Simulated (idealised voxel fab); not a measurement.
The following is a process module called voxel released beams.
Section cut is 185 nm wide and gridded with 5 nm square cells.
In what follows, cross-sections appear as grids of square cells, described through bands that run from the top down, where every band is one or more rows of cells. Heads up on the band format: heights come first, top then bottom, in nm. After that it's the materials left to right, each with its width in nm. A single material flagged "throughout" fills the whole band edge to edge, and "empty" means there's empty space there. Basically, 0 is our baseline, since under it the wafer straight out of the box is all one material. The bottom band has no lower end and keeps on going down, so it looks like "0 -> down". Note: "30->40" means the width goes from the first number (top row of the band) to the second number (bottom row) in equal steps per row of cells. You'll sometimes find "changes: none" written for a step, and that's the way of saying that nowhere in the cross-section did a cell change during that step. "Sealed internal voids" lists enclosed empty spaces (at least 8 cells, no open path upward to the top), each as width x height at distance from the left edge, in nm. Step line, after settings: the simulator's comment on this step. overlay nm: step with mask; distance mask lay right of planned place; negative value = left of planned place.
LIST OF PLANNED PROCESS STEPS
1 RECEIVE: material Si
2 CONFORMAL_DEP: material SiN, thk nm 5
3 DIRECTIONAL_DEP: material SiO2, thk nm 10
4 MASKED_ETCH: tone open, mask id ANCHOR, width nm 45, etch materials SiO2, depth nm 10, overlay nm 0
5 CONFORMAL_DEP: material TiN, thk nm 15
6 DIRECTIONAL_DEP: material aC, thk nm 15
7 PATTERN: tone cover, mask id BEAM, material resist, width nm 120, thk nm 30, overlay nm 0
8 DIRECTIONAL_ETCH: etch materials aC, depth nm 15
9 STRIP: etch materials resist
10 DIRECTIONAL_ETCH: etch materials TiN, depth nm 15
11 STRIP: etch materials aC
12 STRIP: etch materials SiO2
CROSS-SECTION OF THE INCOMING WAFER, STATE AFTER STEP 1
  0 -> down  Si throughout
  Sealed internal voids: none
CROSS-SECTION, END OF MODULE. START: AS ABOVE. PLAN: AS ABOVE. EXECUTION: ONE MISTAKE
  20 -> 5  empty: 30  TiN: 120  empty: 35
  5 -> 0  SiN throughout
  0 -> down  Si throughout
  Sealed internal voids: none
Against the plan, the run slipped here: step 3 of the plan was bypassed and not carried out
